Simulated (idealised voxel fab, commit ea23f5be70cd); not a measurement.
Module name: voxel self aligned contacts (process module)
Pictured: cross-section cut, 170 nm wide, on a grid of 5 nm square cells.
Heads up, the way a cross-section reads in here is a grid of square cells, handed over as bands from the top down, with every band being one or more rows of cells. For a band, the entry starts with two heights in nm, that of the top and then that of the bottom, and carries on with the band's materials in order from left to right, each alongside its width in nm; the word "throughout" beside a single material means it fills the band edge to edge, and "blank" means empty space. Where do heights start? At 0: under that level the wafer as delivered is made of one material only. And the lowest band has no floor; it just carries on downward, as in "from 0 down". Note: "30..40" means the width goes from the first number (top row of the band) to the second number (bottom row) in equal steps per row of cells. "no change occurred" (step): cross-section cells unchanged, all of them. In the "Trapped cavities" entry, you get each enclosed empty space of 8 cells or more, one with no open way to the top, written width x height at distance, distance from the left edge, in nm. Anything after a step's settings on that line? It's the simulator's own note about the step. The "overlay nm" setting may appear on a step's line; for a step that uses a mask, it gives how far to the right of its planned position the mask lay, and a negative value indicates the left.

This section lists the process steps that were planned
1,RECEIVE [material Si]
2,OXIDIZE [depth nm 5]
3,DIRECTIONAL_DEP [material polySi] [thk nm 30]
4,DIRECTIONAL_DEP [material SiN] [thk nm 20]
5,PATTERN [tone cover] [mask id GATE] [material resist] [width nm 25] [pitch nm 50] [thk nm 20] [overlay nm 0]
6,DIRECTIONAL_ETCH [etch materials SiN] [depth nm 20]
7,DIRECTIONAL_ETCH [etch materials polySi] [depth nm 30]
8,STRIP [etch materials resist]
9,CONFORMAL_DEP [material SiN] [thk nm 5]
10,DIRECTIONAL_ETCH [etch materials SiN] [depth nm 5]
11,FILL_DEP [material SiO2] [thk nm 15]
12,CMP [height nm 55]
13,MASKED_ETCH [tone open] [mask id CONTACT] [width nm 35] [etch materials SiO2] [depth nm 60] [overlay nm 0]
14,CONFORMAL_DEP [material TiN] [thk nm 5]
15,FILL_DEP [material W] [thk nm 10]
16,CMP [height nm 55]
17,CONFORMAL_DEP [material SiCN] [thk nm 5]

Cross-section of the wafer upon arrival, representing the state reached after step 1
> from 0 down: Si throughout
> Trapped cavities: none

First of two wafers: cross-section at end of module, run per plan
> from 60 to 55: SiCN throughout
> from 55 to 50: 65 of SiO2  15 of TiN  5 of W  15 of TiN  70 of SiO2
> from 50 to 30: 40 of SiO2  35 of SiN  5 of TiN  5 of W  5 of TiN  35 of SiN  45 of SiO2
> from 30 to 0: 40 of SiO2  5 of SiN  25 of polySi  5 of SiN  5 of TiN  5 of W  5 of TiN  5 of SiN  25 of polySi  5 of SiN  45 of SiO2
> from 0 to -5: 75 of SiO2  15 of TiN  80 of SiO2
> from -5 down: Si throughout
> Trapped cavities: none

Here is the second of the two wafers cut open at the end of the module - same start, same plan as the first one, but we made one mistake running it
> from 60 to 55: SiCN throughout
> from 55 to 35: 40 of SiO2  5 of SiN  25 of polySi  5 of SiN  5 of TiN  5 of W  5 of TiN  5 of SiN  25 of polySi  5 of SiN  45 of SiO2
> from 35 to 30: 40 of SiO2  5 of SiN  25 of polySi  5 of SiN  15 of TiN  5 of SiN  25 of polySi  5 of SiN  45 of SiO2
> from 30 to 0: polySi throughout
> from 0 to -5: SiO2 throughout
> from -5 down: Si throughout
> Trapped cavities: none
Finding, execution versus plan: step 3 in the plan was executed twice
Bottom line after processing is that, in cells, the second wafer is up or down on some materials versus the first: SiN -60; SiO2 -109; TiN -18; W -7; polySi +194
